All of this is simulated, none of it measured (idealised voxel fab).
process module | voxel ribs on slabs
cross-section cut | 210 nm wide | cells 5 nm
A cross-section is a grid of square cells, given in bands from the top down. A band is one or more rows of cells.
Each band's line starts with the height of the band's top and of its bottom, in nm. Then come its materials from left to right, each with its width in nm. One material with "throughout" fills the band from edge to edge. "air" is empty space.
Height 0 is the level under which the wafer as received is all one material. The lowest band goes on downwards, as in "0 down".
A width such as "30 to 40" changes by the same amount from each row of cells to the next, from the band's top row to its bottom row.
"no change" after a step means that no cell of the cross-section changed.
closed voids: empty space of 8 cells or more with no open way to the top, each as width x height at its distance from the left edge, in nm
after a step's settings: what the simulator itself notes on the step
overlay nm, on a step with a mask: how far to the right of its planned place the mask lay; to the left if negative
plan
1 op RECEIVE | material Si
2 op DIRECTIONAL_DEP | material SiO2 | thk nm 25
3 op DIRECTIONAL_DEP | material SiN | thk nm 25
4 op MASKED_ETCH | tone cover | mask id RIB | width nm 15 | etch materials SiN | depth nm 10 | overlay nm 0
5 op PATTERN | tone cover | mask id SLAB | material resist | width nm 65 | thk nm 15 | overlay nm 0
6 op DIRECTIONAL_ETCH | etch materials SiN | depth nm 15
7 op STRIP | etch materials resist
8 op FILL_DEP | material SiO2 | thk nm 25
9 op CMP | height nm 70
10 op DIRECTIONAL_DEP | material TiN | thk nm 5
11 op PATTERN | tone cover | mask id HEATER | material resist | width nm 25 | thk nm 20 | overlay nm 0
12 op DIRECTIONAL_ETCH | etch materials TiN | depth nm 5
13 op STRIP | etch materials resist
14 op CONFORMAL_DEP | material SiN | thk nm 10
as received, after step 1
  0 down: Si throughout
  closed voids: none
first wafer at the end, as planned
  85 to 80: air 80 | SiN 45 | air 85
  80 to 75: SiN throughout
  75 to 70: SiN 90 | TiN 25 | SiN 95
  70 to 50: SiO2 throughout
  50 to 40: SiO2 95 | SiN 15 | SiO2 100
  40 to 25: SiO2 70 | SiN 65 | SiO2 75
  25 to 0: SiO2 throughout
  0 down: Si throughout
  closed voids: none
second wafer at the end: like start, like plan, one mistake
  85 to 80: air 80 | SiN 45 | air 85
  80 to 75: SiN throughout
  75 to 70: SiN 90 | TiN 25 | SiN 95
  70 to 50: SiO2 throughout
  50 to 40: SiO2 95 | SiN 15 | SiO2 100
  40 to 25: SiO2 65 | SiN 75 | SiO2 70
  25 to 0: SiO2 throughout
  0 down: Si throughout
  closed voids: none
what went wrong: step 5 ran as: op PATTERN | tone cover | mask id SLAB | material resist | width nm 75 | thk nm 15 | overlay nm 0
at the end the second wafer has, in cells: 6 more of SiN | 6 fewer of SiO2
